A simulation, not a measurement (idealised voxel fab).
The following is a process module called voxel released beams.
The figure presents cross-section cut, which has a width of 185 nm and is divided into square cells with an edge length of 5 nm.
Notation: cross-section as square-cell grid; stated in bands, top first, going down; one or more cell rows per band.
Read a band's entry like this: the first values are the height of its top and the height of its bottom in nm, and what follows is the sequence of materials from left to right, each with its width in nm. Note that "empty" is empty space, and that a single material marked "full width" reaches across the band from edge to edge.
Below 0: as-received wafer, all one material; heights counted from there. Lowest band: no bottom, goes on down, written "0 down".
A two-number width, for instance "30..40", indicates that the width is equal to the first number in the top row of the band and to the second number in the bottom row, and that it changes by a constant amount per row of cells.
Given "everything unchanged" for a step, no cell of the cross-section differs between before and after that step.
Each empty space that has no open way to the top and spans at least 8 cells appears under "Trapped cavities" as width x height at distance, the distance counted from the left edge, all in nm.
The remark found on a step's line after its settings is issued by the simulator itself and pertains to that step.
"overlay nm" on a masked step: distance the mask lay right of its planned place, negative for left.
## Steps in the process plan
1) RECEIVE (material Si)
2) CONFORMAL_DEP (material SiN; thk nm 5)
3) DIRECTIONAL_DEP (material SiO2; thk nm 15)
4) MASKED_ETCH (tone open; mask id ANCHOR; width nm 30; etch materials SiO2; depth nm 15; overlay nm 0)
5) CONFORMAL_DEP (material TiN; thk nm 10)
6) PATTERN (tone cover; mask id BEAM; material resist; width nm 105; thk nm 20; overlay nm 0)
7) DIRECTIONAL_ETCH (etch materials TiN; depth nm 10)
8) STRIP (etch materials resist)
9) STRIP (etch materials SiO2)
## As received (post step 1): cross-section
* 0 down = Si full width
* Trapped cavities: none
## First of two wafers at the end of the module, shown in cross-section; run carried out as planned
* 30 to 20 = empty=35  TiN=15  empty=10  TiN=80  empty=45
* 20 to 15 = empty=40  TiN=10  empty=10  TiN=10  empty=115
* 15 to 5 = empty=40  TiN=30  empty=115
* 5 to 0 = SiN full width
* 0 down = Si full width
* Trapped cavities: none
## Cross-section, wafer two of two, end of module: same start and plan as wafer one, one error in execution
* 30 to 20 = empty=40  TiN=10  empty=10  TiN=85  empty=40
* 20 to 15 = empty=40  TiN=10  empty=10  TiN=10  empty=115
* 15 to 5 = empty=40  TiN=30  empty=115
* 5 to 0 = SiN full width
* 0 down = Si full width
* Trapped cavities: none
Where did the run depart from the plan? step 6 was processed under conditions differing from the plan, specifically as PATTERN (tone cover; mask id BEAM; material resist; width nm 105; thk nm 20; overlay nm 5)
Heads up: at the end the two wafers have identical cell counts per material, they're just laid out differently.
